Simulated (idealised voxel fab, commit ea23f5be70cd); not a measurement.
The name of this process module is voxel wiring stack.
Displayed cross-section: cut, width of 195 nm, square cells sized 5 nm.
For the purposes of this document, a cross-section shall be understood as a grid of square cells, specified as bands listed in top-to-bottom order, each band consisting of one or more rows of cells.
Band: top and bottom heights (nm) first, top before bottom; then materials from left to right, widths in nm. "all across" marks a sole material filling the band edge to edge. "blank" denotes empty space.
Counting heights begins at 0, where everything beneath is, in the wafer as received, one material. The lowest band has no bottom; it goes on downwards, as "0..down" shows.
With a width like "30->40", each row of cells in the band differs from the next by the same amount, the top row carrying the first number and the bottom row the second.
Key: "no change" - step with no changed cell in the cross-section.
Cavities, closed: empty space of 8 cells or more with no open way to the top, each as width x height at its distance from the left edge, in nm
On a step's line, text after the settings is the simulator commenting on that step.
overlay nm: how far to the right of its planned place the mask lay on this masked step (negative: to the left).
Listed below are the process steps as planned
1 RECEIVE with material Si
2 CONFORMAL_DEP with material SiO2, thk nm 15
3 DIRECTIONAL_DEP with material TiN, thk nm 5
4 DIRECTIONAL_DEP with material Ru, thk nm 15
5 PATTERN with tone cover, mask id METAL_1, material resist, width nm 30, pitch nm 45, thk nm 20, overlay nm 0
6 DIRECTIONAL_ETCH with etch materials Ru, depth nm 15
7 DIRECTIONAL_ETCH with etch materials TiN, depth nm 5
8 STRIP with etch materials resist
9 CONFORMAL_DEP with material SiCN, thk nm 5
10 FILL_DEP with material SiO2, thk nm 5
11 CMP with height nm 35
12 CONFORMAL_DEP with material SiCN, thk nm 5
13 DIRECTIONAL_DEP with material SiO2, thk nm 20
14 PATTERN with tone open, mask id PLUG_1, material resist, width nm 15, pitch nm 90, thk nm 15, overlay nm 0
15 DIRECTIONAL_ETCH with etch materials SiO2, depth nm 20
16 DIRECTIONAL_ETCH with etch materials SiCN, depth nm 5
17 STRIP with etch materials resist
18 EPI with material Ru, thk nm 10
19 EPI with material Ru, thk nm 10
20 EPI with material Ru, thk nm 5
21 DIRECTIONAL_DEP with material TiN, thk nm 5
22 DIRECTIONAL_DEP with material Ru, thk nm 20
23 MASKED_ETCH with tone cover, mask id METAL_2, width nm 30, pitch nm 45, etch materials Ru, depth nm 20, overlay nm 0
24 MASKED_ETCH with tone cover, mask id METAL_2, width nm 30, pitch nm 45, etch materials TiN, depth nm 5, overlay nm 0
25 FILL_DEP with material SiO2, thk nm 10
26 CMP with height nm 85
27 CONFORMAL_DEP with material SiN, thk nm 5
Received-state cross-section, reflecting completion of step 1
    0..down | Si all across
    Cavities, closed: none
Sectioned view, first of two wafers, at the close of the module, processed as intended in the plan
    90..85 | SiN all across
    85..65 | SiO2 15 nm; Ru 30 nm; SiO2 15 nm; Ru 30 nm; SiO2 15 nm; Ru 30 nm; SiO2 15 nm; Ru 30 nm; SiO2 15 nm
    65..60 | SiO2 15 nm; TiN 30 nm; SiO2 15 nm; TiN 30 nm; SiO2 15 nm; TiN 30 nm; SiO2 15 nm; TiN 30 nm; SiO2 15 nm
    60..40 | SiO2 15 nm; Ru 15 nm; SiO2 75 nm; Ru 15 nm; SiO2 75 nm
    40..35 | SiCN 15 nm; Ru 15 nm; SiCN 75 nm; Ru 15 nm; SiCN 75 nm
    35..20 | SiO2 10 nm; SiCN 5 nm; Ru 30 nm; SiCN 5 nm; SiO2 5 nm; SiCN 5 nm; Ru 30 nm; SiCN 5 nm; SiO2 5 nm; SiCN 5 nm; Ru 30 nm; SiCN 5 nm; SiO2 5 nm; SiCN 5 nm; Ru 30 nm; SiCN 5 nm; SiO2 10 nm
    20..15 | SiCN 15 nm; TiN 30 nm; SiCN 15 nm; TiN 30 nm; SiCN 15 nm; TiN 30 nm; SiCN 15 nm; TiN 30 nm; SiCN 15 nm
    15..0 | SiO2 all across
    0..down | Si all across
    Cavities, closed: none
Module end: cross-section of wafer two of two. Same start and process plan as the first wafer. One mistake during execution
    90..85 | SiN all across
    85..65 | SiO2 15 nm; Ru 30 nm; SiO2 15 nm; Ru 30 nm; SiO2 15 nm; Ru 30 nm; SiO2 15 nm; Ru 30 nm; SiO2 15 nm
    65..60 | SiO2 15 nm; TiN 30 nm; SiO2 15 nm; TiN 30 nm; SiO2 15 nm; TiN 30 nm; SiO2 15 nm; TiN 30 nm; SiO2 15 nm
    60..40 | SiO2 15 nm; Ru 15 nm; SiO2 75 nm; Ru 15 nm; SiO2 75 nm
    40..35 | SiCN 15 nm; Ru 15 nm; SiCN 75 nm; Ru 15 nm; SiCN 75 nm
    35..30 | SiCN 15 nm; TiN 30 nm; SiCN 15 nm; TiN 30 nm; SiCN 15 nm; TiN 30 nm; SiCN 15 nm; TiN 30 nm; SiCN 15 nm
    30..0 | SiO2 all across
    0..down | Si all across
    Cavities, closed: none
Nonconformance to the process plan: step 2 from the plan got run twice
The closing comparison, in cells, has the second wafer with more or fewer of some materials than the first: -72 Ru | -24 SiCN | +96 SiO2
